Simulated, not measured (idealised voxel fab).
A process module follows: voxel transistor to metal.
Shown is cross-section cut, with a width of 170 nm and square cells of size 5 nm.
Throughout this document, each cross-section is represented as a grid of square cells and is presented as a sequence of bands enumerated from the top downward, where a band comprises one or more rows of cells. Per band: top height and bottom height in nm, followed by the left-to-right materials and their widths in nm; "all across" marks a single material spanning edge to edge, "empty" marks empty space. Where do heights start? At 0: under that level the wafer as delivered is made of one material only. And the lowest band has no floor; it just carries on downward, as in "0 down". The expression "30..40" gives the width at the extremes of the band, the first number at its top row of cells and the second at its bottom row, with the width changing by equal amounts from each row to the next in between. It should be understood that the words "no alterations made", when stated for a given step, signify that the cross-section underwent no change in any of its cells during that step. Any empty space of 8 cells or more lacking an open way to the top shows up in "Non-vented voids" as width x height at distance, distance from the left edge, in nm. Anything after a step's settings on that line? It's the simulator's own note about the step. "overlay nm" on a masked step: distance the mask lay right of its planned place, negative for left.

### Process steps (planned)
1. RECEIVE: material Si
2. OXIDIZE: depth nm 5
3. CONFORMAL_DEP: material SiN, thk nm 15
4. PATTERN: tone cover, mask id ACTIVE, material resist, width nm 110, thk nm 15, overlay nm 0
5. DIRECTIONAL_ETCH: etch materials SiN, depth nm 15
6. DIRECTIONAL_ETCH: etch materials SiO2, depth nm 5
7. DIRECTIONAL_ETCH: etch materials Si, depth nm 25
8. STRIP: etch materials resist
9. FILL_DEP: material SiO2, thk nm 15
10. CMP: height nm 15
11. SELECTIVE_ETCH: etch materials SiO2, depth nm 10
12. STRIP: etch materials SiN
13. SELECTIVE_ETCH: etch materials SiO2, depth nm 5
14. OXIDIZE: depth nm 5
15. DIRECTIONAL_DEP: material polySi, thk nm 30
16. DIRECTIONAL_DEP: material SiCN, thk nm 10
17. MASKED_ETCH: tone cover, mask id GATE, width nm 20, etch materials SiCN, depth nm 20, overlay nm 0
18. MASKED_ETCH: tone cover, mask id GATE, width nm 20, etch materials polySi, depth nm 40, overlay nm 0
19. CONFORMAL_DEP: material SiO2, thk nm 5
20. DIRECTIONAL_ETCH: etch materials SiO2, depth nm 5
21. CONFORMAL_DEP: material SiN, thk nm 5
22. DIRECTIONAL_ETCH: etch materials SiN, depth nm 5
23. DIRECTIONAL_ETCH: etch materials SiO2, depth nm 5
24. DIRECTIONAL_ETCH: etch materials Si, depth nm 15
25. EPI: material nSi, thk nm 20
26. FILL_DEP: material SiO2, thk nm 5
27. CMP: height nm 35
28. DIRECTIONAL_DEP: material SiO2, thk nm 15
29. PATTERN: tone open, mask id CONTACT, material resist, width nm 30, pitch nm 60, thk nm 15, overlay nm 0
30. DIRECTIONAL_ETCH: etch materials SiO2, depth nm 40
31. STRIP: etch materials resist
32. CONFORMAL_DEP: material TiN, thk nm 5
33. FILL_DEP: material W, thk nm 10
34. CMP: height nm 50
35. DIRECTIONAL_DEP: material TiN, thk nm 5
36. DIRECTIONAL_DEP: material W, thk nm 15
37. PATTERN: tone cover, mask id METAL_1, material resist, width nm 20, pitch nm 70, thk nm 15, overlay nm 0
38. DIRECTIONAL_ETCH: etch materials W, depth nm 15
39. DIRECTIONAL_ETCH: etch materials TiN, depth nm 5
40. STRIP: etch materials resist
41. CONFORMAL_DEP: material SiN, thk nm 5
42. FILL_DEP: material lowk, thk nm 10
43. CMP: height nm 70
44. CONFORMAL_DEP: material SiCN, thk nm 5
45. DIRECTIONAL_DEP: material lowk, thk nm 25
46. DIRECTIONAL_DEP: material aC, thk nm 10
47. PATTERN: tone open, mask id METAL_2_HOLES, material resist, width nm 15, pitch nm 70, thk nm 25, overlay nm 0
48. DIRECTIONAL_ETCH: etch materials aC, depth nm 10
49. STRIP: etch materials resist
50. DIRECTIONAL_ETCH: etch materials lowk, depth nm 25
51. STRIP: etch materials aC
52. MASKED_ETCH: tone open, mask id METAL_2, width nm 20, pitch nm 70, etch materials lowk, depth nm 15, overlay nm 0
53. MASKED_ETCH: tone open, mask id METAL_2, width nm 20, pitch nm 70, etch materials SiCN, depth nm 5, overlay nm 0
54. CONFORMAL_DEP: material TiN, thk nm 5
55. FILL_DEP: material Cu, thk nm 10
56. CMP: height nm 100
57. CONFORMAL_DEP: material SiCN, thk nm 5

### First wafer out of two, processed as planned

### Shown in cross-section is the wafer as received, that is, as it stands after step 1
- 0 down = Si all across
- Non-vented voids: none

### Take a look at the wafer's cross-section after step 2
- 0 to -5 = SiO2 all across
- Lower than -5, everything is as it was.

### Take a look at the wafer's cross-section after step 3
- 15 to 0 = SiN all across
- Lower than 0, everything is as it was.

### Take a look at the wafer's cross-section after step 4
- 30 to 15 = 30 nm empty | 110 nm resist | 30 nm empty
- Lower than 15, everything is as it was.

### Take a look at the wafer's cross-section after step 5
- 30 to 15 = 30 nm empty | 110 nm resist | 30 nm empty
- 15 to 0 = 30 nm empty | 110 nm SiN | 30 nm empty
- Lower than 0, everything is as it was.

### Take a look at the wafer's cross-section after step 6
- 30 to 15 = 30 nm empty | 110 nm resist | 30 nm empty
- 15 to 0 = 30 nm empty | 110 nm SiN | 30 nm empty
- 0 to -5 = 30 nm empty | 110 nm SiO2 | 30 nm empty
- Lower than -5, everything is as it was.

### Take a look at the wafer's cross-section after step 7
- 30 to 15 = 30 nm empty | 110 nm resist | 30 nm empty
- 15 to 0 = 30 nm empty | 110 nm SiN | 30 nm empty
- 0 to -5 = 30 nm empty | 110 nm SiO2 | 30 nm empty
- -5 to -30 = 30 nm empty | 110 nm Si | 30 nm empty
- Lower than -30, everything is as it was.

### Take a look at the wafer's cross-section after step 8
- 15 to 0 = 30 nm empty | 110 nm SiN | 30 nm empty
- Lower than 0, everything is as it was.

### Take a look at the wafer's cross-section after step 9
- 30 to 15 = SiO2 all across
- 15 to 0 = 30 nm SiO2 | 110 nm SiN | 30 nm SiO2
- 0 to -5 = SiO2 all across
- -5 to -30 = 30 nm SiO2 | 110 nm Si | 30 nm SiO2
- Lower than -30, everything is as it was.

### Take a look at the wafer's cross-section after step 10
- 15 to 0 = 30 nm SiO2 | 110 nm SiN | 30 nm SiO2
- Lower than 0, everything is as it was.

### Take a look at the wafer's cross-section after step 11
- 15 to 5 = 30 nm empty | 110 nm SiN | 30 nm empty
- Lower than 5, everything is as it was.

### Take a look at the wafer's cross-section after step 12
- 5 to 0 = 30 nm SiO2 | 110 nm empty | 30 nm SiO2
- Lower than 0, everything is as it was.

### Take a look at the wafer's cross-section after step 13
- 0 to -5 = 25 nm SiO2 | 120 nm empty | 25 nm SiO2
- Lower than -5, everything is as it was.

### Take a look at the wafer's cross-section after step 14
- 0 to -5 = 25 nm SiO2 | 120 nm empty | 25 nm SiO2
- -5 to -10 = SiO2 all across
- Lower than -10, everything is as it was.

### Take a look at the wafer's cross-section after step 15
- 30 to 25 = 25 nm polySi | 120 nm empty | 25 nm polySi
- 25 to 0 = polySi all across
- 0 to -5 = 25 nm SiO2 | 120 nm polySi | 25 nm SiO2
- Lower than -5, everything is as it was.

### Take a look at the wafer's cross-section after step 16
- 40 to 35 = 25 nm SiCN | 120 nm empty | 25 nm SiCN
- 35 to 30 = SiCN all across
- 30 to 25 = 25 nm polySi | 120 nm SiCN | 25 nm polySi
- Lower than 25, everything is as it was.

### Take a look at the wafer's cross-section after step 17
- 35 to 30 = 75 nm empty | 20 nm SiCN | 75 nm empty
- 30 to 25 = 25 nm polySi | 50 nm empty | 20 nm SiCN | 50 nm empty | 25 nm polySi
- Lower than 25, everything is as it was.

### Take a look at the wafer's cross-section after step 18
- 35 to 25 = 75 nm empty | 20 nm SiCN | 75 nm empty
- 25 to 0 = 75 nm empty | 20 nm polySi | 75 nm empty
- 0 to -5 = 25 nm SiO2 | 50 nm empty | 20 nm polySi | 50 nm empty | 25 nm SiO2
- Lower than -5, everything is as it was.

### Take a look at the wafer's cross-section after step 19
- 40 to 35 = 70 nm empty | 30 nm SiO2 | 70 nm empty
- 35 to 25 = 70 nm empty | 5 nm SiO2 | 20 nm SiCN | 5 nm SiO2 | 70 nm empty
- 25 to 5 = 70 nm empty | 5 nm SiO2 | 20 nm polySi | 5 nm SiO2 | 70 nm empty
- 5 to 0 = 30 nm SiO2 | 40 nm empty | 5 nm SiO2 | 20 nm polySi | 5 nm SiO2 | 40 nm empty | 30 nm SiO2
- 0 to -5 = 75 nm SiO2 | 20 nm polySi | 75 nm SiO2
- Lower than -5, everything is as it was.

### Take a look at the wafer's cross-section after step 20
- 35 to 25 = 70 nm empty | 5 nm SiO2 | 20 nm SiCN | 5 nm SiO2 | 70 nm empty
- 25 to 0 = 70 nm empty | 5 nm SiO2 | 20 nm polySi | 5 nm SiO2 | 70 nm empty
- 0 to -5 = 30 nm SiO2 | 40 nm empty | 5 nm SiO2 | 20 nm polySi | 5 nm SiO2 | 40 nm empty | 30 nm SiO2
- Lower than -5, everything is as it was.

### Take a look at the wafer's cross-section after step 21
- 40 to 35 = 65 nm empty | 40 nm SiN | 65 nm empty
- 35 to 25 = 65 nm empty | 5 nm SiN | 5 nm SiO2 | 20 nm SiCN | 5 nm SiO2 | 5 nm SiN | 65 nm empty
- 25 to 5 = 65 nm empty | 5 nm SiN | 5 nm SiO2 | 20 nm polySi | 5 nm SiO2 | 5 nm SiN | 65 nm empty
- 5 to 0 = 35 nm SiN | 30 nm empty | 5 nm SiN | 5 nm SiO2 | 20 nm polySi | 5 nm SiO2 | 5 nm SiN | 30 nm empty | 35 nm SiN
- 0 to -5 = 30 nm SiO2 | 40 nm SiN | 5 nm SiO2 | 20 nm polySi | 5 nm SiO2 | 40 nm SiN | 30 nm SiO2
- Lower than -5, everything is as it was.

### Take a look at the wafer's cross-section after step 22
- 35 to 25 = 65 nm empty | 5 nm SiN | 5 nm SiO2 | 20 nm SiCN | 5 nm SiO2 | 5 nm SiN | 65 nm empty
- 25 to 0 = 65 nm empty | 5 nm SiN | 5 nm SiO2 | 20 nm polySi | 5 nm SiO2 | 5 nm SiN | 65 nm empty
- 0 to -5 = 30 nm SiO2 | 5 nm SiN | 30 nm empty | 5 nm SiN | 5 nm SiO2 | 20 nm polySi | 5 nm SiO2 | 5 nm SiN | 30 nm empty | 5 nm SiN | 30 nm SiO2
- Lower than -5, everything is as it was.

### Take a look at the wafer's cross-section after step 23
- 35 to 30 = 65 nm empty | 5 nm SiN | 5 nm empty | 20 nm SiCN | 5 nm empty | 5 nm SiN | 65 nm empty
- 30 to 25 = 65 nm empty | 5 nm SiN | 5 nm SiO2 | 20 nm SiCN | 5 nm SiO2 | 5 nm SiN | 65 nm empty
- 25 to 0 = 65 nm empty | 5 nm SiN | 5 nm SiO2 | 20 nm polySi | 5 nm SiO2 | 5 nm SiN | 65 nm empty
- 0 to -5 = 30 nm empty | 5 nm SiN | 30 nm empty | 5 nm SiN | 5 nm SiO2 | 20 nm polySi | 5 nm SiO2 | 5 nm SiN | 30 nm empty | 5 nm SiN | 30 nm empty
- -5 to -10 = 35 nm SiO2 | 30 nm empty | 40 nm SiO2 | 30 nm empty | 35 nm SiO2
- Lower than -10, everything is as it was.

### Take a look at the wafer's cross-section after step 24
- 35 to 30 = 65 nm empty | 5 nm SiN | 5 nm empty | 20 nm SiCN | 5 nm empty | 5 nm SiN | 65 nm empty
- 30 to 25 = 65 nm empty | 5 nm SiN | 5 nm SiO2 | 20 nm SiCN | 5 nm SiO2 | 5 nm SiN | 65 nm empty
- 25 to 0 = 65 nm empty | 5 nm SiN | 5 nm SiO2 | 20 nm polySi | 5 nm SiO2 | 5 nm SiN | 65 nm empty
- 0 to -5 = 30 nm empty | 5 nm SiN | 30 nm empty | 5 nm SiN | 5 nm SiO2 | 20 nm polySi | 5 nm SiO2 | 5 nm SiN | 30 nm empty | 5 nm SiN | 30 nm empty
- -5 to -10 = 35 nm SiO2 | 30 nm empty | 40 nm SiO2 | 30 nm empty | 35 nm SiO2
- -10 to -25 = 30 nm SiO2 | 5 nm Si | 30 nm empty | 40 nm Si | 30 nm empty | 5 nm Si | 30 nm SiO2
- Lower than -25, everything is as it was.

### Take a look at the wafer's cross-section after step 25
- 35 to 30 = 65 nm empty | 5 nm SiN | 5 nm empty | 20 nm SiCN | 5 nm empty | 5 nm SiN | 65 nm empty
- 30 to 25 = 65 nm empty | 5 nm SiN | 5 nm SiO2 | 20 nm SiCN | 5 nm SiO2 | 5 nm SiN | 65 nm empty
- 25 to 10 = 65 nm empty | 5 nm SiN | 5 nm SiO2 | 20 nm polySi | 5 nm SiO2 | 5 nm SiN | 65 nm empty
- 10 to 0 = 25 nm empty | 40 nm nSi | 5 nm SiN | 5 nm SiO2 | 20 nm polySi | 5 nm SiO2 | 5 nm SiN | 40 nm nSi | 25 nm empty
- 0 to -5 = 25 nm empty | 5 nm nSi | 5 nm SiN | 30 nm nSi | 5 nm SiN | 5 nm SiO2 | 20 nm polySi | 5 nm SiO2 | 5 nm SiN | 30 nm nSi | 5 nm SiN | 5 nm nSi | 25 nm empty
- -5 to -10 = 35 nm SiO2 | 30 nm nSi | 40 nm SiO2 | 30 nm nSi | 35 nm SiO2
- -10 to -25 = 30 nm SiO2 | 5 nm Si | 30 nm nSi | 40 nm Si | 30 nm nSi | 5 nm Si | 30 nm SiO2
- Lower than -25, everything is as it was.

### Take a look at the wafer's cross-section after step 26
- 40 to 35 = SiO2 all across
- 35 to 25 = 65 nm SiO2 | 5 nm SiN | 5 nm SiO2 | 20 nm SiCN | 5 nm SiO2 | 5 nm SiN | 65 nm SiO2
- 25 to 10 = 65 nm SiO2 | 5 nm SiN | 5 nm SiO2 | 20 nm polySi | 5 nm SiO2 | 5 nm SiN | 65 nm SiO2
- 10 to 0 = 25 nm SiO2 | 40 nm nSi | 5 nm SiN | 5 nm SiO2 | 20 nm polySi | 5 nm SiO2 | 5 nm SiN | 40 nm nSi | 25 nm SiO2
- 0 to -5 = 25 nm SiO2 | 5 nm nSi | 5 nm SiN | 30 nm nSi | 5 nm SiN | 5 nm SiO2 | 20 nm polySi | 5 nm SiO2 | 5 nm SiN | 30 nm nSi | 5 nm SiN | 5 nm nSi | 25 nm SiO2
- Lower than -5, everything is as it was.

### Take a look at the wafer's cross-section after step 27
- 35 to 25 = 65 nm SiO2 | 5 nm SiN | 5 nm SiO2 | 20 nm SiCN | 5 nm SiO2 | 5 nm SiN | 65 nm SiO2
- Lower than 25, everything is as it was.

### Take a look at the wafer's cross-section after step 28
- 50 to 35 = SiO2 all across
- Lower than 35, everything is as it was.

### Take a look at the wafer's cross-section after step 29
- 65 to 50 = 40 nm resist | 30 nm empty | 30 nm resist | 30 nm empty | 40 nm resist
- Lower than 50, everything is as it was.

### Take a look at the wafer's cross-section after step 30
- 65 to 50 = 40 nm resist | 30 nm empty | 30 nm resist | 30 nm empty | 40 nm resist
- 50 to 35 = 40 nm SiO2 | 30 nm empty | 30 nm SiO2 | 30 nm empty | 40 nm SiO2
- 35 to 25 = 40 nm SiO2 | 25 nm empty | 5 nm SiN | 5 nm SiO2 | 20 nm SiCN | 5 nm SiO2 | 5 nm SiN | 25 nm empty | 40 nm SiO2
- 25 to 10 = 40 nm SiO2 | 25 nm empty | 5 nm SiN | 5 nm SiO2 | 20 nm polySi | 5 nm SiO2 | 5 nm SiN | 25 nm empty | 40 nm SiO2
- Lower than 10, everything is as it was.

### Take a look at the wafer's cross-section after step 31
- 50 to 35 = 40 nm SiO2 | 30 nm empty | 30 nm SiO2 | 30 nm empty | 40 nm SiO2
- Lower than 35, everything is as it was.

### Take a look at the wafer's cross-section after step 32
- 55 to 50 = 45 nm TiN | 20 nm empty | 40 nm TiN | 20 nm empty | 45 nm TiN
- 50 to 40 = 40 nm SiO2 | 5 nm TiN | 20 nm empty | 5 nm TiN | 30 nm SiO2 | 5 nm TiN | 20 nm empty | 5 nm TiN | 40 nm SiO2
- 40 to 35 = 40 nm SiO2 | 5 nm TiN | 15 nm empty | 10 nm TiN | 30 nm SiO2 | 10 nm TiN | 15 nm empty | 5 nm TiN | 40 nm SiO2
- 35 to 25 = 40 nm SiO2 | 5 nm TiN | 15 nm empty | 5 nm TiN | 5 nm SiN | 5 nm SiO2 | 20 nm SiCN | 5 nm SiO2 | 5 nm SiN | 5 nm TiN | 15 nm empty | 5 nm TiN | 40 nm SiO2
- 25 to 15 = 40 nm SiO2 | 5 nm TiN | 15 nm empty | 5 nm TiN | 5 nm SiN | 5 nm SiO2 | 20 nm polySi | 5 nm SiO2 | 5 nm SiN | 5 nm TiN | 15 nm empty | 5 nm TiN | 40 nm SiO2
- 15 to 10 = 40 nm SiO2 | 25 nm TiN | 5 nm SiN | 5 nm SiO2 | 20 nm polySi | 5 nm SiO2 | 5 nm SiN | 25 nm TiN | 40 nm SiO2
- Lower than 10, everything is as it was.

### Take a look at the wafer's cross-section after step 33
- 65 to 55 = W all across
- 55 to 50 = 45 nm TiN | 20 nm W | 40 nm TiN | 20 nm W | 45 nm TiN
- 50 to 40 = 40 nm SiO2 | 5 nm TiN | 20 nm W | 5 nm TiN | 30 nm SiO2 | 5 nm TiN | 20 nm W | 5 nm TiN | 40 nm SiO2
- 40 to 35 = 40 nm SiO2 | 5 nm TiN | 15 nm W | 10 nm TiN | 30 nm SiO2 | 10 nm TiN | 15 nm W | 5 nm TiN | 40 nm SiO2
- 35 to 25 = 40 nm SiO2 | 5 nm TiN | 15 nm W | 5 nm TiN | 5 nm SiN | 5 nm SiO2 | 20 nm SiCN | 5 nm SiO2 | 5 nm SiN | 5 nm TiN | 15 nm W | 5 nm TiN | 40 nm SiO2
- 25 to 15 = 40 nm SiO2 | 5 nm TiN | 15 nm W | 5 nm TiN | 5 nm SiN | 5 nm SiO2 | 20 nm polySi | 5 nm SiO2 | 5 nm SiN | 5 nm TiN | 15 nm W | 5 nm TiN | 40 nm SiO2
- Lower than 15, everything is as it was.

### Take a look at the wafer's cross-section after step 34
- 50 to 40 = 40 nm SiO2 | 5 nm TiN | 20 nm W | 5 nm TiN | 30 nm SiO2 | 5 nm TiN | 20 nm W | 5 nm TiN | 40 nm SiO2
- Lower than 40, everything is as it was.

### Take a look at the wafer's cross-section after step 35
- 55 to 50 = TiN all across
- Lower than 50, everything is as it was.

### Take a look at the wafer's cross-section after step 36
- 70 to 55 = W all across
- Lower than 55, everything is as it was.

### Take a look at the wafer's cross-section after step 37
- 85 to 70 = 40 nm empty | 20 nm resist | 50 nm empty | 20 nm resist | 40 nm empty
- Lower than 70, everything is as it was.

### Take a look at the wafer's cross-section after step 38
- 85 to 70 = 40 nm empty | 20 nm resist | 50 nm empty | 20 nm resist | 40 nm empty
- 70 to 55 = 40 nm empty | 20 nm W | 50 nm empty | 20 nm W | 40 nm empty
- Lower than 55, everything is as it was.

### Take a look at the wafer's cross-section after step 39
- 85 to 70 = 40 nm empty | 20 nm resist | 50 nm empty | 20 nm resist | 40 nm empty
- 70 to 55 = 40 nm empty | 20 nm W | 50 nm empty | 20 nm W | 40 nm empty
- 55 to 50 = 40 nm empty | 20 nm TiN | 50 nm empty | 20 nm TiN | 40 nm empty
- Lower than 50, everything is as it was.

### Take a look at the wafer's cross-section after step 40
- 70 to 55 = 40 nm empty | 20 nm W | 50 nm empty | 20 nm W | 40 nm empty
- Lower than 55, everything is as it was.

### Take a look at the wafer's cross-section after step 41
- 75 to 70 = 35 nm empty | 30 nm SiN | 40 nm empty | 30 nm SiN | 35 nm empty
- 70 to 55 = 35 nm empty | 5 nm SiN | 20 nm W | 5 nm SiN | 40 nm empty | 5 nm SiN | 20 nm W | 5 nm SiN | 35 nm empty
- 55 to 50 = 40 nm SiN | 20 nm TiN | 50 nm SiN | 20 nm TiN | 40 nm SiN
- Lower than 50, everything is as it was.

### Take a look at the wafer's cross-section after step 42
- 85 to 75 = lowk all across
- 75 to 70 = 35 nm lowk | 30 nm SiN | 40 nm lowk | 30 nm SiN | 35 nm lowk
- 70 to 55 = 35 nm lowk | 5 nm SiN | 20 nm W | 5 nm SiN | 40 nm lowk | 5 nm SiN | 20 nm W | 5 nm SiN | 35 nm lowk
- Lower than 55, everything is as it was.

### Take a look at the wafer's cross-section after step 43
- 70 to 55 = 35 nm lowk | 5 nm SiN | 20 nm W | 5 nm SiN | 40 nm lowk | 5 nm SiN | 20 nm W | 5 nm SiN | 35 nm lowk
- Lower than 55, everything is as it was.

### Take a look at the wafer's cross-section after step 44
- 75 to 70 = SiCN all across
- Lower than 70, everything is as it was.

### Take a look at the wafer's cross-section after step 45
- 100 to 75 = lowk all across
- Lower than 75, everything is as it was.

### Take a look at the wafer's cross-section after step 46
- 110 to 100 = aC all across
- Lower than 100, everything is as it was.

### Take a look at the wafer's cross-section after step 47
- 135 to 110 = 40 nm resist | 15 nm empty | 55 nm resist | 15 nm empty | 45 nm resist
- Lower than 110, everything is as it was.

### Take a look at the wafer's cross-section after step 48
- 125 to 110 = 40 nm resist | 15 nm empty | 55 nm resist | 15 nm empty | 45 nm resist
- 110 to 100 = 40 nm aC | 15 nm empty | 55 nm aC | 15 nm empty | 45 nm aC
- Lower than 100, everything is as it was.

### Take a look at the wafer's cross-section after step 49
- 110 to 100 = 40 nm aC | 15 nm empty | 55 nm aC | 15 nm empty | 45 nm aC
- Lower than 100, everything is as it was.

### Take a look at the wafer's cross-section after step 50
- 110 to 100 = 40 nm aC | 15 nm empty | 55 nm aC | 15 nm empty | 45 nm aC
- 100 to 75 = 40 nm lowk | 15 nm empty | 55 nm lowk | 15 nm empty | 45 nm lowk
- Lower than 75, everything is as it was.

### Take a look at the wafer's cross-section after step 51
- 100 to 75 = 40 nm lowk | 15 nm empty | 55 nm lowk | 15 nm empty | 45 nm lowk
- Lower than 75, everything is as it was.

### Take a look at the wafer's cross-section after step 52
- 100 to 85 = 40 nm lowk | 20 nm empty | 50 nm lowk | 20 nm empty | 40 nm lowk
- Lower than 85, everything is as it was.

### Take a look at the wafer's cross-section after step 53
- 100 to 85 = 40 nm lowk | 20 nm empty | 50 nm lowk | 20 nm empty | 40 nm lowk
- 85 to 75 = 40 nm lowk | 15 nm empty | 55 nm lowk | 15 nm empty | 45 nm lowk
- 75 to 70 = 40 nm SiCN | 15 nm empty | 55 nm SiCN | 15 nm empty | 45 nm SiCN
- Lower than 70, everything is as it was.

### Take a look at the wafer's cross-section after step 54
- 105 to 100 = 45 nm TiN | 10 nm empty | 60 nm TiN | 10 nm empty | 45 nm TiN
- 100 to 90 = 40 nm lowk | 5 nm TiN | 10 nm empty | 5 nm TiN | 50 nm lowk | 5 nm TiN | 10 nm empty | 5 nm TiN | 40 nm lowk
- 90 to 85 = 40 nm lowk | 5 nm TiN | 5 nm empty | 10 nm TiN | 50 nm lowk | 5 nm TiN | 5 nm empty | 10 nm TiN | 40 nm lowk
- 85 to 75 = 40 nm lowk | 5 nm TiN | 5 nm empty | 5 nm TiN | 55 nm lowk | 5 nm TiN | 5 nm empty | 5 nm TiN | 45 nm lowk
- 75 to 70 = 40 nm SiCN | 15 nm TiN | 55 nm SiCN | 15 nm TiN | 45 nm SiCN
- Lower than 70, everything is as it was.

### Take a look at the wafer's cross-section after step 55
- 115 to 105 = Cu all across
- 105 to 100 = 45 nm TiN | 10 nm Cu | 60 nm TiN | 10 nm Cu | 45 nm TiN
- 100 to 90 = 40 nm lowk | 5 nm TiN | 10 nm Cu | 5 nm TiN | 50 nm lowk | 5 nm TiN | 10 nm Cu | 5 nm TiN | 40 nm lowk
- 90 to 85 = 40 nm lowk | 5 nm TiN | 5 nm Cu | 10 nm TiN | 50 nm lowk | 5 nm TiN | 5 nm Cu | 10 nm TiN | 40 nm lowk
- 85 to 75 = 40 nm lowk | 5 nm TiN | 5 nm Cu | 5 nm TiN | 55 nm lowk | 5 nm TiN | 5 nm Cu | 5 nm TiN | 45 nm lowk
- Lower than 75, everything is as it was.

### Take a look at the wafer's cross-section after step 56
- 100 to 90 = 40 nm lowk | 5 nm TiN | 10 nm Cu | 5 nm TiN | 50 nm lowk | 5 nm TiN | 10 nm Cu | 5 nm TiN | 40 nm lowk
- Lower than 90, everything is as it was.

### Take a look at the wafer's cross-section after step 57
- 105 to 100 = SiCN all across
- Lower than 100, everything is as it was.

### Wafer two of the pair: same origin, same plan, one error during the run; identical to wafer one up to and including step 33

Second wafer: cross-section at the scheduled end of step 34: no alterations made

### Second wafer: cross-section at the scheduled end of step 35
- 70 to 65 = TiN all across
- Lower than 65, everything is as it was.

### Second wafer: cross-section at the scheduled end of step 36
- 85 to 70 = W all across
- Lower than 70, everything is as it was.

### Second wafer: cross-section at the scheduled end of step 37
- 100 to 85 = 40 nm empty | 20 nm resist | 50 nm empty | 20 nm resist | 40 nm empty
- Lower than 85, everything is as it was.

### Second wafer: cross-section at the scheduled end of step 38
- 100 to 85 = 40 nm empty | 20 nm resist | 50 nm empty | 20 nm resist | 40 nm empty
- 85 to 70 = 40 nm empty | 20 nm W | 50 nm empty | 20 nm W | 40 nm empty
- Lower than 70, everything is as it was.

### Second wafer: cross-section at the scheduled end of step 39
- 100 to 85 = 40 nm empty | 20 nm resist | 50 nm empty | 20 nm resist | 40 nm empty
- 85 to 70 = 40 nm empty | 20 nm W | 50 nm empty | 20 nm W | 40 nm empty
- 70 to 65 = 40 nm empty | 20 nm TiN | 50 nm empty | 20 nm TiN | 40 nm empty
- Lower than 65, everything is as it was.

### Second wafer: cross-section at the scheduled end of step 40
- 85 to 70 = 40 nm empty | 20 nm W | 50 nm empty | 20 nm W | 40 nm empty
- Lower than 70, everything is as it was.

### Second wafer: cross-section at the scheduled end of step 41
- 90 to 85 = 35 nm empty | 30 nm SiN | 40 nm empty | 30 nm SiN | 35 nm empty
- 85 to 70 = 35 nm empty | 5 nm SiN | 20 nm W | 5 nm SiN | 40 nm empty | 5 nm SiN | 20 nm W | 5 nm SiN | 35 nm empty
- 70 to 65 = 40 nm SiN | 20 nm TiN | 50 nm SiN | 20 nm TiN | 40 nm SiN
- Lower than 65, everything is as it was.

### Second wafer: cross-section at the scheduled end of step 42
- 100 to 90 = lowk all across
- 90 to 85 = 35 nm lowk | 30 nm SiN | 40 nm lowk | 30 nm SiN | 35 nm lowk
- 85 to 70 = 35 nm lowk | 5 nm SiN | 20 nm W | 5 nm SiN | 40 nm lowk | 5 nm SiN | 20 nm W | 5 nm SiN | 35 nm lowk
- Lower than 70, everything is as it was.

### Second wafer: cross-section at the scheduled end of step 43
- 70 to 65 = 40 nm SiN | 20 nm TiN | 50 nm SiN | 20 nm TiN | 40 nm SiN
- Lower than 65, everything is as it was.

### Second wafer: cross-section at the scheduled end of step 44
- 75 to 70 = SiCN all across
- Lower than 70, everything is as it was.

### Second wafer: cross-section at the scheduled end of step 45
- 100 to 75 = lowk all across
- Lower than 75, everything is as it was.

### Second wafer: cross-section at the scheduled end of step 46
- 110 to 100 = aC all across
- Lower than 100, everything is as it was.

### Second wafer: cross-section at the scheduled end of step 47
- 135 to 110 = 40 nm resist | 15 nm empty | 55 nm resist | 15 nm empty | 45 nm resist
- Lower than 110, everything is as it was.

### Second wafer: cross-section at the scheduled end of step 48
- 125 to 110 = 40 nm resist | 15 nm empty | 55 nm resist | 15 nm empty | 45 nm resist
- 110 to 100 = 40 nm aC | 15 nm empty | 55 nm aC | 15 nm empty | 45 nm aC
- Lower than 100, everything is as it was.

### Second wafer: cross-section at the scheduled end of step 49
- 110 to 100 = 40 nm aC | 15 nm empty | 55 nm aC | 15 nm empty | 45 nm aC
- Lower than 100, everything is as it was.

### Second wafer: cross-section at the scheduled end of step 50
- 110 to 100 = 40 nm aC | 15 nm empty | 55 nm aC | 15 nm empty | 45 nm aC
- 100 to 75 = 40 nm lowk | 15 nm empty | 55 nm lowk | 15 nm empty | 45 nm lowk
- Lower than 75, everything is as it was.

### Second wafer: cross-section at the scheduled end of step 51
- 100 to 75 = 40 nm lowk | 15 nm empty | 55 nm lowk | 15 nm empty | 45 nm lowk
- Lower than 75, everything is as it was.

### Second wafer: cross-section at the scheduled end of step 52
- 100 to 85 = 40 nm lowk | 20 nm empty | 50 nm lowk | 20 nm empty | 40 nm lowk
- Lower than 85, everything is as it was.

### Second wafer: cross-section at the scheduled end of step 53
- 100 to 85 = 40 nm lowk | 20 nm empty | 50 nm lowk | 20 nm empty | 40 nm lowk
- 85 to 75 = 40 nm lowk | 15 nm empty | 55 nm lowk | 15 nm empty | 45 nm lowk
- 75 to 70 = 40 nm SiCN | 15 nm empty | 55 nm SiCN | 15 nm empty | 45 nm SiCN
- Lower than 70, everything is as it was.

### Second wafer: cross-section at the scheduled end of step 54
- 105 to 100 = 45 nm TiN | 10 nm empty | 60 nm TiN | 10 nm empty | 45 nm TiN
- 100 to 90 = 40 nm lowk | 5 nm TiN | 10 nm empty | 5 nm TiN | 50 nm lowk | 5 nm TiN | 10 nm empty | 5 nm TiN | 40 nm lowk
- 90 to 85 = 40 nm lowk | 5 nm TiN | 5 nm empty | 10 nm TiN | 50 nm lowk | 5 nm TiN | 5 nm empty | 10 nm TiN | 40 nm lowk
- 85 to 75 = 40 nm lowk | 5 nm TiN | 5 nm empty | 5 nm TiN | 55 nm lowk | 5 nm TiN | 5 nm empty | 5 nm TiN | 45 nm lowk
- 75 to 70 = 40 nm SiCN | 15 nm TiN | 55 nm SiCN | 15 nm TiN | 45 nm SiCN
- Lower than 70, everything is as it was.

### Second wafer: cross-section at the scheduled end of step 55
- 115 to 105 = Cu all across
- 105 to 100 = 45 nm TiN | 10 nm Cu | 60 nm TiN | 10 nm Cu | 45 nm TiN
- 100 to 90 = 40 nm lowk | 5 nm TiN | 10 nm Cu | 5 nm TiN | 50 nm lowk | 5 nm TiN | 10 nm Cu | 5 nm TiN | 40 nm lowk
- 90 to 85 = 40 nm lowk | 5 nm TiN | 5 nm Cu | 10 nm TiN | 50 nm lowk | 5 nm TiN | 5 nm Cu | 10 nm TiN | 40 nm lowk
- 85 to 75 = 40 nm lowk | 5 nm TiN | 5 nm Cu | 5 nm TiN | 55 nm lowk | 5 nm TiN | 5 nm Cu | 5 nm TiN | 45 nm lowk
- Lower than 75, everything is as it was.

### Second wafer: cross-section at the scheduled end of step 56
- 100 to 90 = 40 nm lowk | 5 nm TiN | 10 nm Cu | 5 nm TiN | 50 nm lowk | 5 nm TiN | 10 nm Cu | 5 nm TiN | 40 nm lowk
- Lower than 90, everything is as it was.

### Second wafer: cross-section at the scheduled end of step 57
- 105 to 100 = SiCN all across
- Lower than 100, everything is as it was.
Short version of what went wrong: execution of step 34 of the plan did not take place, the step having been omitted
The closing comparison, in cells, has the second wafer with more or fewer of some materials than the first: SiN -12; TiN +26; W +52; lowk -66
